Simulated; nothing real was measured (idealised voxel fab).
Process module heading - voxel quadruple lines
Section cut is 230 nm wide and gridded with 5 nm square cells.
Cross-section layout: square cells on a grid; listed as bands, top to bottom; a band spans one or more cell rows.
A band entry consists of two parts. The first gives the height of the band's top and the height of its bottom, in nm. The rest lists the band's materials from left to right, each with its width in nm. A single material labelled with the word "full width" fills the band from edge to edge, and the word "empty" marks empty space.
The reference from which all heights are counted is 0, the level beneath which the as-received wafer is entirely one material; the lowest band, having no lower bound, proceeds downward and is written after the example "z 0 and below".
The width entry "30..40" should be interpreted row by row: the top row of cells in the band takes the first number, the bottom row takes the second number, and the change between adjacent rows is uniform throughout.
What does "no modification" mean for a step? It means no cell of the cross-section changed in that step.
Entry "Encapsulated voids" = empty spaces >= 8 cells with no open way to the top; each as width x height at distance, distance from left edge, all nm.
Whatever follows a step's settings on its line is a remark the simulator itself makes about that step.
overlay nm: mask right of planned place by this much (step with mask). Neg. = left.
**So here's the lineup of process steps we planned**
- 1: RECEIVE: material Si
- 2: CONFORMAL_DEP: material SiO2, thk nm 5
- 3: DIRECTIONAL_DEP: material W, thk nm 15
- 4: DIRECTIONAL_DEP: material polySi, thk nm 20
- 5: DIRECTIONAL_DEP: material aC, thk nm 20
- 6: PATTERN: tone cover, mask id MANDREL, material resist, width nm 30, pitch nm 80, thk nm 25, overlay nm 0
- 7: DIRECTIONAL_ETCH: etch materials aC, depth nm 20
- 8: STRIP: etch materials resist
- 9: CONFORMAL_DEP: material SiO2, thk nm 10
- 10: DIRECTIONAL_ETCH: etch materials SiO2, depth nm 10
- 11: STRIP: etch materials aC
- 12: DIRECTIONAL_ETCH: etch materials polySi, depth nm 20
- 13: STRIP: etch materials SiO2
- 14: CONFORMAL_DEP: material SiCN, thk nm 10
- 15: DIRECTIONAL_ETCH: etch materials SiCN, depth nm 10
- 16: STRIP: etch materials polySi
- 17: DIRECTIONAL_ETCH: etch materials W, depth nm 15
- 18: STRIP: etch materials SiCN
- 19: FILL_DEP: material SiO2, thk nm 5
- 20: CMP: height nm 20
**Below: the first of two wafers, run as planned**
**Cross-section of the wafer upon arrival, representing the state reached after step 1**
  z 0 and below  Si full width
  Encapsulated voids: none
**State of the wafer after step 2, shown in cross-section**
  z 5 to 0  SiO2 full width
  Below 0, the layers are the same as they were.
**State of the wafer after step 3, shown in cross-section**
  z 20 to 5  W full width
  Below 5, the layers are the same as they were.
**State of the wafer after step 4, shown in cross-section**
  z 40 to 20  polySi full width
  Below 20, the layers are the same as they were.
**State of the wafer after step 5, shown in cross-section**
  z 60 to 40  aC full width
  Below 40, the layers are the same as they were.
**State of the wafer after step 6, shown in cross-section**
  z 85 to 60  empty=60, then resist=30, then empty=50, then resist=30, then empty=60
  Below 60, the layers are the same as they were.
**State of the wafer after step 7, shown in cross-section**
  z 65 to 60  empty=60, then resist=30, then empty=50, then resist=30, then empty=60
  z 60 to 40  empty=60, then aC=30, then empty=50, then aC=30, then empty=60
  Below 40, the layers are the same as they were.
**State of the wafer after step 8, shown in cross-section**
  z 60 to 40  empty=60, then aC=30, then empty=50, then aC=30, then empty=60
  Below 40, the layers are the same as they were.
**State of the wafer after step 9, shown in cross-section**
  z 70 to 60  empty=50, then SiO2=50, then empty=30, then SiO2=50, then empty=50
  z 60 to 50  empty=50, then SiO2=10, then aC=30, then SiO2=10, then empty=30, then SiO2=10, then aC=30, then SiO2=10, then empty=50
  z 50 to 40  SiO2=60, then aC=30, then SiO2=50, then aC=30, then SiO2=60
  Below 40, the layers are the same as they were.
**State of the wafer after step 10, shown in cross-section**
  z 60 to 40  empty=50, then SiO2=10, then aC=30, then SiO2=10, then empty=30, then SiO2=10, then aC=30, then SiO2=10, then empty=50
  Below 40, the layers are the same as they were.
**State of the wafer after step 11, shown in cross-section**
  z 60 to 40  empty=50, then SiO2=10, then empty=30, then SiO2=10, then empty=30, then SiO2=10, then empty=30, then SiO2=10, then empty=50
  Below 40, the layers are the same as they were.
**State of the wafer after step 12, shown in cross-section**
  z 60 to 40  empty=50, then SiO2=10, then empty=30, then SiO2=10, then empty=30, then SiO2=10, then empty=30, then SiO2=10, then empty=50
  z 40 to 20  empty=50, then polySi=10, then empty=30, then polySi=10, then empty=30, then polySi=10, then empty=30, then polySi=10, then empty=50
  Below 20, the layers are the same as they were.
**State of the wafer after step 13, shown in cross-section**
  z 40 to 20  empty=50, then polySi=10, then empty=30, then polySi=10, then empty=30, then polySi=10, then empty=30, then polySi=10, then empty=50
  Below 20, the layers are the same as they were.
**State of the wafer after step 14, shown in cross-section**
  z 50 to 40  empty=40, then SiCN=30, then empty=10, then SiCN=30, then empty=10, then SiCN=30, then empty=10, then SiCN=30, then empty=40
  z 40 to 30  empty=40, then SiCN=10, then polySi=10, then SiCN=10, then empty=10, then SiCN=10, then polySi=10, then SiCN=10, then empty=10, then SiCN=10, then polySi=10, then SiCN=10, then empty=10, then SiCN=10, then polySi=10, then SiCN=10, then empty=40
  z 30 to 20  SiCN=50, then polySi=10, then SiCN=30, then polySi=10, then SiCN=30, then polySi=10, then SiCN=30, then polySi=10, then SiCN=50
  Below 20, the layers are the same as they were.
**State of the wafer after step 15, shown in cross-section**
  z 40 to 20  empty=40, then SiCN=10, then polySi=10, then SiCN=10, then empty=10, then SiCN=10, then polySi=10, then SiCN=10, then empty=10, then SiCN=10, then polySi=10, then SiCN=10, then empty=10, then SiCN=10, then polySi=10, then SiCN=10, then empty=40
  Below 20, the layers are the same as they were.
**State of the wafer after step 16, shown in cross-section**
  z 40 to 20  empty=40, then SiCN=10, then empty=10, then SiCN=10, then empty=10, then SiCN=10, then empty=10, then SiCN=10, then empty=10, then SiCN=10, then empty=10, then SiCN=10, then empty=10, then SiCN=10, then empty=10, then SiCN=10, then empty=40
  Below 20, the layers are the same as they were.
**State of the wafer after step 17, shown in cross-section**
  z 40 to 20  empty=40, then SiCN=10, then empty=10, then SiCN=10, then empty=10, then SiCN=10, then empty=10, then SiCN=10, then empty=10, then SiCN=10, then empty=10, then SiCN=10, then empty=10, then SiCN=10, then empty=10, then SiCN=10, then empty=40
  z 20 to 5  empty=40, then W=10, then empty=10, then W=10, then empty=10, then W=10, then empty=10, then W=10, then empty=10, then W=10, then empty=10, then W=10, then empty=10, then W=10, then empty=10, then W=10, then empty=40
  Below 5, the layers are the same as they were.
**State of the wafer after step 18, shown in cross-section**
  z 20 to 5  empty=40, then W=10, then empty=10, then W=10, then empty=10, then W=10, then empty=10, then W=10, then empty=10, then W=10, then empty=10, then W=10, then empty=10, then W=10, then empty=10, then W=10, then empty=40
  Below 5, the layers are the same as they were.
**State of the wafer after step 19, shown in cross-section**
  z 25 to 20  SiO2 full width
  z 20 to 5  SiO2=40, then W=10, then SiO2=10, then W=10, then SiO2=10, then W=10, then SiO2=10, then W=10, then SiO2=10, then W=10, then SiO2=10, then W=10, then SiO2=10, then W=10, then SiO2=10, then W=10, then SiO2=40
  Below 5, the layers are the same as they were.
**State of the wafer after step 20, shown in cross-section**
  z 20 to 5  SiO2=40, then W=10, then SiO2=10, then W=10, then SiO2=10, then W=10, then SiO2=10, then W=10, then SiO2=10, then W=10, then SiO2=10, then W=10, then SiO2=10, then W=10, then SiO2=10, then W=10, then SiO2=40
  Below 5, the layers are the same as they were.
**The second wafer began exactly as the first did and followed the same plan, but one mistake was made while running it; through step 5 inclusive, the two wafers are identical**
**Cross-section of the second wafer when, according to plan, step 6 should have finished**
  z 85 to 60  resist=60, then empty=30, then resist=50, then empty=30, then resist=60
  Below 60, the layers are the same as they were.
**Cross-section of the second wafer when, according to plan, step 7 should have finished**
  z 65 to 60  resist=60, then empty=30, then resist=50, then empty=30, then resist=60
  z 60 to 40  aC=60, then empty=30, then aC=50, then empty=30, then aC=60
  Below 40, the layers are the same as they were.
**Cross-section of the second wafer when, according to plan, step 8 should have finished**
  z 60 to 40  aC=60, then empty=30, then aC=50, then empty=30, then aC=60
  Below 40, the layers are the same as they were.
**Cross-section of the second wafer when, according to plan, step 9 should have finished**
  z 70 to 60  SiO2=70, then empty=10, then SiO2=70, then empty=10, then SiO2=70
  z 60 to 50  aC=60, then SiO2=10, then empty=10, then SiO2=10, then aC=50, then SiO2=10, then empty=10, then SiO2=10, then aC=60
  z 50 to 40  aC=60, then SiO2=30, then aC=50, then SiO2=30, then aC=60
  Below 40, the layers are the same as they were.
**Cross-section of the second wafer when, according to plan, step 10 should have finished**
  z 60 to 40  aC=60, then SiO2=10, then empty=10, then SiO2=10, then aC=50, then SiO2=10, then empty=10, then SiO2=10, then aC=60
  Below 40, the layers are the same as they were.
**Cross-section of the second wafer when, according to plan, step 11 should have finished**
  z 60 to 40  empty=60, then SiO2=10, then empty=10, then SiO2=10, then empty=50, then SiO2=10, then empty=10, then SiO2=10, then empty=60
  Below 40, the layers are the same as they were.
**Cross-section of the second wafer when, according to plan, step 12 should have finished**
  z 60 to 40  empty=60, then SiO2=10, then empty=10, then SiO2=10, then empty=50, then SiO2=10, then empty=10, then SiO2=10, then empty=60
  z 40 to 20  empty=60, then polySi=10, then empty=10, then polySi=10, then empty=50, then polySi=10, then empty=10, then polySi=10, then empty=60
  Below 20, the layers are the same as they were.
**Cross-section of the second wafer when, according to plan, step 13 should have finished**
  z 40 to 20  empty=60, then polySi=10, then empty=10, then polySi=10, then empty=50, then polySi=10, then empty=10, then polySi=10, then empty=60
  Below 20, the layers are the same as they were.
**Cross-section of the second wafer when, according to plan, step 14 should have finished**
  z 50 to 40  empty=50, then SiCN=50, then empty=30, then SiCN=50, then empty=50
  z 40 to 30  empty=50, then SiCN=10, then polySi=10, then SiCN=10, then polySi=10, then SiCN=10, then empty=30, then SiCN=10, then polySi=10, then SiCN=10, then polySi=10, then SiCN=10, then empty=50
  z 30 to 20  SiCN=60, then polySi=10, then SiCN=10, then polySi=10, then SiCN=50, then polySi=10, then SiCN=10, then polySi=10, then SiCN=60
  Below 20, the layers are the same as they were.
**Cross-section of the second wafer when, according to plan, step 15 should have finished**
  z 40 to 20  empty=50, then SiCN=10, then polySi=10, then SiCN=10, then polySi=10, then SiCN=10, then empty=30, then SiCN=10, then polySi=10, then SiCN=10, then polySi=10, then SiCN=10, then empty=50
  Below 20, the layers are the same as they were.
**Cross-section of the second wafer when, according to plan, step 16 should have finished**
  z 40 to 20  empty=50, then SiCN=10, then empty=10, then SiCN=10, then empty=10, then SiCN=10, then empty=30, then SiCN=10, then empty=10, then SiCN=10, then empty=10, then SiCN=10, then empty=50
  Below 20, the layers are the same as they were.
**Cross-section of the second wafer when, according to plan, step 17 should have finished**
  z 40 to 20  empty=50, then SiCN=10, then empty=10, then SiCN=10, then empty=10, then SiCN=10, then empty=30, then SiCN=10, then empty=10, then SiCN=10, then empty=10, then SiCN=10, then empty=50
  z 20 to 5  empty=50, then W=10, then empty=10, then W=10, then empty=10, then W=10, then empty=30, then W=10, then empty=10, then W=10, then empty=10, then W=10, then empty=50
  Below 5, the layers are the same as they were.
**Cross-section of the second wafer when, according to plan, step 18 should have finished**
  z 20 to 5  empty=50, then W=10, then empty=10, then W=10, then empty=10, then W=10, then empty=30, then W=10, then empty=10, then W=10, then empty=10, then W=10, then empty=50
  Below 5, the layers are the same as they were.
**Cross-section of the second wafer when, according to plan, step 19 should have finished**
  z 25 to 20  SiO2 full width
  z 20 to 5  SiO2=50, then W=10, then SiO2=10, then W=10, then SiO2=10, then W=10, then SiO2=30, then W=10, then SiO2=10, then W=10, then SiO2=10, then W=10, then SiO2=50
  Below 5, the layers are the same as they were.
**Cross-section of the second wafer when, according to plan, step 20 should have finished**
  z 20 to 5  SiO2=50, then W=10, then SiO2=10, then W=10, then SiO2=10, then W=10, then SiO2=30, then W=10, then SiO2=10, then W=10, then SiO2=10, then W=10, then SiO2=50
  Below 5, the layers are the same as they were.
Processing error: step 6, actual vs plan mismatch, actual run PATTERN: tone open, mask id MANDREL, material resist, width nm 30, pitch nm 80, thk nm 25, overlay nm 0
Looking at both finished wafers in cells, the second ends up ahead of or behind the first on some materials: 12 more of SiO2; 12 fewer of W
